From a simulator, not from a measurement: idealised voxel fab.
Herein follows the process module entitled voxel local oxidation.
FYI the section here is cut, 275 nm wide, cells are 5 nm squares.
Cross-sections here: square-cell grids, written as top-down lists of bands, a band being one or more rows of cells. First you get the band's top height and its bottom height, in nm, and then the materials it's made of, left to right, with each width in nm. If you see a single material with "edge to edge", that one covers the band edge to edge. "air" is empty space. Convention: height 0 is the level below which the wafer, as received, is all one material. The lowest band does not terminate at the bottom but continues downward, represented as "0 and below". Read "30..40" as a graded width: first number on top, second number at the bottom, same change between each pair of neighbouring rows. No cell of the cross-section changed in a step that is given as "nothing changed". "Fully enclosed voids" means: voids of 8 cells or more that are shut off from the top with no open way through. Written width x height at distance, distance from the left edge, in nm. If you see something after the settings on a step's line, that's the simulator's own remark about that step. What "overlay nm" on a step's line means: if the step has a mask, that mask lay this far to the right of its planned place, or, when the value is negative, to the left.
Planned step list for the process
1. RECEIVE,material Si
2. OXIDIZE,depth nm 5
3. CONFORMAL_DEP,material SiN,thk nm 15
4. PATTERN,tone cover,mask id ACTIVE,material resist,width nm 115,thk nm 20,overlay nm 0
5. DIRECTIONAL_ETCH,etch materials SiN,depth nm 15
6. STRIP,etch materials resist
7. SELECTIVE_ETCH,etch materials SiO2,depth nm 5
8. OXIDIZE,depth nm 10
9. STRIP,etch materials SiN
Step 1 complete: cross-section of the wafer as received
> 0 and below  Si edge to edge
> Fully enclosed voids: none
Module complete - cross-section of the first of two wafers, run according to plan
> 0 down to -5  85 air / 105 SiO2 / 85 air
> -5 down to -15  95 SiO2 / 85 Si / 95 SiO2
> -15 and below  Si edge to edge
> Fully enclosed voids: none
Second wafer of the two, sectioned at the end of the module. It began like the first and followed the same plan, but one mistake was made while running it
> 0 down to -5  75 SiO2 / 125 air / 75 SiO2
> -5 down to -15  65 Si / 145 SiO2 / 65 Si
> -15 and below  Si edge to edge
> Fully enclosed voids: none
What was the processing mistake? step 4 changed vs plan, executed as PATTERN,tone open,mask id ACTIVE,material resist,width nm 115,thk nm 20,overlay nm 0
Cell-count delta at end, second wafer over first, by material: +18 Si; -9 SiO2
